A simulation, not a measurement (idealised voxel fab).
process module | voxel ribs on slabs
cross-section cut | 260 nm wide | cells 5 nm
A cross-section is a grid of square cells, given in bands from the top down. A band is one or more rows of cells.
Each band's line starts with the height of the band's top and of its bottom, in nm. Then come its materials from left to right, each with its width in nm. One material with "throughout" fills the band from edge to edge. "air" is empty space.
Height 0 is the level under which the wafer as received is all one material. The lowest band goes on downwards, as in "0 down".
A width such as "30 to 40" changes by the same amount from each row of cells to the next, from the band's top row to its bottom row.
"no change" after a step means that no cell of the cross-section changed.
closed voids: empty space of 8 cells or more with no open way to the top, each as width x height at its distance from the left edge, in nm
after a step's settings: what the simulator itself notes on the step
overlay nm, on a step with a mask: how far to the right of its planned place the mask lay; to the left if negative
plan
1 op RECEIVE | material Si
2 op DIRECTIONAL_DEP | material SiO2 | thk nm 20
3 op DIRECTIONAL_DEP | material SiN | thk nm 25
4 op DIRECTIONAL_DEP | material aC | thk nm 10
5 op PATTERN | tone cover | mask id RIB | material resist | width nm 20 | thk nm 25 | overlay nm 0
6 op DIRECTIONAL_ETCH | etch materials aC | depth nm 10
7 op STRIP | etch materials resist
8 op DIRECTIONAL_ETCH | etch materials SiN | depth nm 5
9 op STRIP | etch materials aC
10 op MASKED_ETCH | tone cover | mask id SLAB | width nm 60 | etch materials SiN | depth nm 20 | overlay nm 0
11 op FILL_DEP | material SiO2 | thk nm 15
12 op CMP | height nm 55
13 op DIRECTIONAL_DEP | material W | thk nm 5
14 op PATTERN | tone cover | mask id HEATER | material resist | width nm 30 | thk nm 15 | overlay nm 0
15 op DIRECTIONAL_ETCH | etch materials W | depth nm 5
16 op STRIP | etch materials resist
17 op CONFORMAL_DEP | material SiO2 | thk nm 10
first wafer, as planned
as received, after step 1
  0 down: Si throughout
  closed voids: none
after step 2
  20 to 0: SiO2 throughout
  below 0: unchanged
after step 3
  45 to 20: SiN throughout
  below 20: unchanged
after step 4
  55 to 45: aC throughout
  below 45: unchanged
after step 5
  80 to 55: air 120 | resist 20 | air 120
  below 55: unchanged
after step 6
  70 to 55: air 120 | resist 20 | air 120
  55 to 45: air 120 | aC 20 | air 120
  below 45: unchanged
after step 7
  55 to 45: air 120 | aC 20 | air 120
  below 45: unchanged
after step 8
  55 to 45: air 120 | aC 20 | air 120
  45 to 40: air 120 | SiN 20 | air 120
  below 40: unchanged
after step 9
  45 to 40: air 120 | SiN 20 | air 120
  below 40: unchanged
after step 10
  45 to 40: air 120 | SiN 20 | air 120
  40 to 20: air 100 | SiN 60 | air 100
  below 20: unchanged
after step 11
  60 to 45: SiO2 throughout
  45 to 40: SiO2 120 | SiN 20 | SiO2 120
  40 to 20: SiO2 100 | SiN 60 | SiO2 100
  below 20: unchanged
after step 12
  55 to 45: SiO2 throughout
  below 45: unchanged
after step 13
  60 to 55: W throughout
  below 55: unchanged
after step 14
  75 to 60: air 115 | resist 30 | air 115
  below 60: unchanged
after step 15
  75 to 60: air 115 | resist 30 | air 115
  60 to 55: air 115 | W 30 | air 115
  below 55: unchanged
after step 16
  60 to 55: air 115 | W 30 | air 115
  below 55: unchanged
after step 17
  70 to 65: air 105 | SiO2 50 | air 105
  65 to 60: SiO2 throughout
  60 to 55: SiO2 115 | W 30 | SiO2 115
  below 55: unchanged
second wafer: like start, like plan, one mistake. Through step 1 it matches the first wafer
when step 2 should have ended
  20 to 0: SiN throughout
  below 0: unchanged
when step 3 should have ended
  45 to 0: SiN throughout
  below 0: unchanged
when step 4 should have ended
  55 to 45: aC throughout
  below 45: unchanged
when step 5 should have ended
  80 to 55: air 120 | resist 20 | air 120
  below 55: unchanged
when step 6 should have ended
  70 to 55: air 120 | resist 20 | air 120
  55 to 45: air 120 | aC 20 | air 120
  below 45: unchanged
when step 7 should have ended
  55 to 45: air 120 | aC 20 | air 120
  below 45: unchanged
when step 8 should have ended
  55 to 45: air 120 | aC 20 | air 120
  45 to 40: air 120 | SiN 20 | air 120
  below 40: unchanged
when step 9 should have ended
  45 to 40: air 120 | SiN 20 | air 120
  below 40: unchanged
when step 10 should have ended
  45 to 40: air 120 | SiN 20 | air 120
  40 to 20: air 100 | SiN 60 | air 100
  below 20: unchanged
when step 11 should have ended
  60 to 45: SiO2 throughout
  45 to 40: SiO2 120 | SiN 20 | SiO2 120
  40 to 20: SiO2 100 | SiN 60 | SiO2 100
  below 20: unchanged
when step 12 should have ended
  55 to 45: SiO2 throughout
  below 45: unchanged
when step 13 should have ended
  60 to 55: W throughout
  below 55: unchanged
when step 14 should have ended
  75 to 60: air 115 | resist 30 | air 115
  below 60: unchanged
when step 15 should have ended
  75 to 60: air 115 | resist 30 | air 115
  60 to 55: air 115 | W 30 | air 115
  below 55: unchanged
when step 16 should have ended
  60 to 55: air 115 | W 30 | air 115
  below 55: unchanged
when step 17 should have ended
  70 to 65: air 105 | SiO2 50 | air 105
  65 to 60: SiO2 throughout
  60 to 55: SiO2 115 | W 30 | SiO2 115
  below 55: unchanged
what went wrong: step 2 ran as: op DIRECTIONAL_DEP | material SiN | thk nm 20
at the end the second wafer has, in cells: 208 more of SiN | 208 fewer of SiO2
